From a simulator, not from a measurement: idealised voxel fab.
Proc. module: voxel fin reveal
Square cell edge 5 nm, section width 175 nm, ID cut.
A cross-section is written here as square cells arranged in a grid, and it is given in bands from the top down, each band taking up one or more rows of cells. Quick guide to a band line: top height, bottom height (nm) up front; then every material left to right with its width in nm. Only one material and it's marked "all across"? Then it fills the band edge to edge. And "blank" just means empty space. Height 0 is the level under which the wafer as received is all one material. The lowest band goes on downwards, as in "top 0, no bottom". Think of "30->40" as a width that walks from the first number to the second as you go down the band, top row to bottom row, taking equal-sized steps from row to row. Step marked "left unchanged"? Then no cell in the cross-section changed in it. What "Cavities, closed" gives you is every empty space of 8 cells or more that is cut off from the top. Each appears as width x height at distance, with the distance taken from the left edge and width, height and distance all in nm. On a step's line, text after the settings is the simulator commenting on that step. overlay nm: mask offset rightward from planned place, masked step; negative means leftward offset.
The following list gives the planned process steps
1) RECEIVE (material Si)
2) CONFORMAL_DEP (material SiN; thk nm 10)
3) DIRECTIONAL_DEP (material aC; thk nm 10)
4) PATTERN (tone cover; mask id FINS; material resist; width nm 15; pitch nm 45; thk nm 25; overlay nm 0)
5) DIRECTIONAL_ETCH (etch materials aC; depth nm 10)
6) STRIP (etch materials resist)
7) DIRECTIONAL_ETCH (etch materials SiN; depth nm 10)
8) DIRECTIONAL_ETCH (etch materials Si; depth nm 35)
9) STRIP (etch materials aC)
10) FILL_DEP (material SiO2; thk nm 15)
11) CMP (height nm 10)
12) SELECTIVE_ETCH (etch materials SiO2; depth nm 35)
13) STRIP (etch materials SiN)
Wafer cross-section on receipt, i.e. after step 1
	top 0, no bottom  Si all across
	Cavities, closed: none
What the wafer looks like in cross-section after this module, when it starts as shown above and follows the plan above but one mistake is made in running it
	top 0, bottom -25  35 nm blank, 20 nm Si, 25 nm blank, 20 nm Si, 25 nm blank, 20 nm Si, 30 nm blank
	top -25, bottom -35  35 nm SiO2, 20 nm Si, 25 nm SiO2, 20 nm Si, 25 nm SiO2, 20 nm Si, 30 nm SiO2
	top -35, no bottom  Si all across
	Cavities, closed: none
So what did we get wrong on this run? so step 4 ended up running with a different setting than we planned, it ran as PATTERN (tone cover; mask id FINS; material resist; width nm 20; pitch nm 45; thk nm 25; overlay nm 0)
